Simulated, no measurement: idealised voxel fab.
Name of the process module below: voxel plated lines
The cross-section shown here is cut; it is 225 nm wide and divided into square cells measuring 5 nm on a side.
Format of a cross-section: grid, square cells. Given as bands. Order: top down. Band: one or more rows of cells. Basically the band line says how high the top is and how high the bottom is, in nm, and then what's in it from left to right, every material with its width in nm. Empty space shows up as "blank", and if a single material carries "throughout" it runs the full band edge to edge. Basically, 0 is our baseline, since under it the wafer straight out of the box is all one material. The bottom band has no lower end and keeps on going down, so it looks like "0 and below". Width spec "30->40" -> top row of cells at first value, bottom row at second value, equal per-row change in between. "no change occurred" after a step means that no cell of the cross-section changed. For the entry "Closed cavities", the listed items are empty spaces with no open way to the top whose size is 8 cells or more; each item follows the pattern width x height at distance, where distance is from the left edge and all three are in nm. Past the settings on a step's line: simulator remark, on that step. When a step includes a mask, the "overlay nm" setting on its line states how far to the right of its planned place that mask lay, and negative values state how far to the left.
-- Process steps foreseen in the plan
1) op RECEIVE | material Si
2) op CONFORMAL_DEP | material Al2O3 | thk nm 10
3) op DIRECTIONAL_DEP | material TiN | thk nm 5
4) op PATTERN | tone open | mask id LINES | material resist | width nm 15 | pitch nm 55 | thk nm 15 | overlay nm 0
5) op EPI | material Ru | thk nm 10
6) op STRIP | etch materials resist
7) op DIRECTIONAL_ETCH | etch materials TiN | depth nm 5
8) op CONFORMAL_DEP | material SiO2 | thk nm 10
Where the wafers of this document differ is in the width nm of step 4; they start out the same, and the plan states the value that applied to the first wafer.
-- Cross-section, first of several wafers, as delivered after step 1
> 0 and below  Si throughout
> Closed cavities: none
-- Cross-sectional representation of the first of several wafers at the end of the module, i.e. after its terminal step, step 8
> 35 down to 25  blank=65  SiO2=35  blank=20  SiO2=35  blank=70
> 25 down to 20  blank=65  SiO2=10  Ru=15  SiO2=10  blank=20  SiO2=10  Ru=15  SiO2=10  blank=70
> 20 down to 15  SiO2=75  Ru=15  SiO2=40  Ru=15  SiO2=80
> 15 down to 10  SiO2=75  TiN=15  SiO2=40  TiN=15  SiO2=80
> 10 down to 0  Al2O3 throughout
> 0 and below  Si throughout
> Closed cavities: none
-- The module's end: a cross-section of the last wafer
> 35 down to 25  blank=55  SiO2=115  blank=55
> 25 down to 20  blank=55  SiO2=10  Ru=40  SiO2=15  Ru=40  SiO2=10  blank=55
> 20 down to 15  SiO2=65  Ru=40  SiO2=15  Ru=40  SiO2=65
> 15 down to 10  SiO2=65  TiN=40  SiO2=15  TiN=40  SiO2=65
> 10 down to 0  Al2O3 throughout
> 0 and below  Si throughout
> Closed cavities: none
-- The following table contains a row per wafer, in which are reported, at the conclusion of the module, the cells of each material gained (+) or lost (-) since the wafer's receipt, with its closed voids given thereafter
width nm 15, +90 Al2O3, +12 Ru, +114 SiO2, +6 TiN, Closed cavities: none
width nm 20, +90 Al2O3, +16 Ru, +114 SiO2, +8 TiN, Closed cavities: none
width nm 25, +90 Al2O3, +20 Ru, +114 SiO2, +10 TiN, Closed cavities: none
width nm 30, +90 Al2O3, +24 Ru, +114 SiO2, +12 TiN, Closed cavities: none
width nm 35, +90 Al2O3, +28 Ru, +114 SiO2, +14 TiN, Closed cavities: none
width nm 40, +90 Al2O3, +32 Ru, +111 SiO2, +16 TiN, Closed cavities: none
